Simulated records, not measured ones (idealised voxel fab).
process module | voxel fin reveal
cross-section cut | 160 nm wide | cells 5 nm
A cross-section is a grid of square cells, given in bands from the top down. A band is one or more rows of cells.
Each band's line starts with the height of the band's top and of its bottom, in nm. Then come its materials from left to right, each with its width in nm. One material with "throughout" fills the band from edge to edge. "air" is empty space.
Height 0 is the level under which the wafer as received is all one material. The lowest band goes on downwards, as in "0 down".
A width such as "30 to 40" changes by the same amount from each row of cells to the next, from the band's top row to its bottom row.
"no change" after a step means that no cell of the cross-section changed.
closed voids: empty space of 8 cells or more with no open way to the top, each as width x height at its distance from the left edge, in nm
after a step's settings: what the simulator itself notes on the step
overlay nm, on a step with a mask: how far to the right of its planned place the mask lay; to the left if negative
plan
1 op RECEIVE | material Si
2 op CONFORMAL_DEP | material SiN | thk nm 5
3 op MASKED_ETCH | tone cover | mask id FINS | width nm 15 | pitch nm 45 | etch materials SiN | depth nm 5 | overlay nm 0
4 op MASKED_ETCH | tone cover | mask id FINS | width nm 15 | pitch nm 45 | etch materials Si | depth nm 30 | overlay nm 0
5 op OXIDIZE | depth nm 5
6 op FILL_DEP | material SiO2 | thk nm 10
7 op CMP | height nm 5
8 op SELECTIVE_ETCH | etch materials SiO2 | depth nm 25
9 op STRIP | etch materials SiN
10 op CONFORMAL_DEP | material SiO2 | thk nm 5
as received, after step 1
  0 down: Si throughout
  closed voids: none
a wafer at the end: this start, this plan, one mistake
  5 to 0: air 50 | SiO2 15 | air 30 | SiO2 15 | air 50
  0 to -5: air 45 | SiO2 10 | Si 5 | SiO2 5 | air 25 | SiO2 10 | Si 5 | SiO2 5 | air 50
  -5 to -15: air 45 | SiO2 5 | Si 10 | SiO2 5 | air 25 | SiO2 5 | Si 10 | SiO2 5 | air 50
  -15 to -35: SiO2 50 | Si 10 | SiO2 35 | Si 10 | SiO2 55
  -35 down: Si throughout
  closed voids: none
what went wrong: step 4 ran as: op MASKED_ETCH | tone cover | mask id FINS | width nm 15 | pitch nm 45 | etch materials Si | depth nm 30 | overlay nm -5
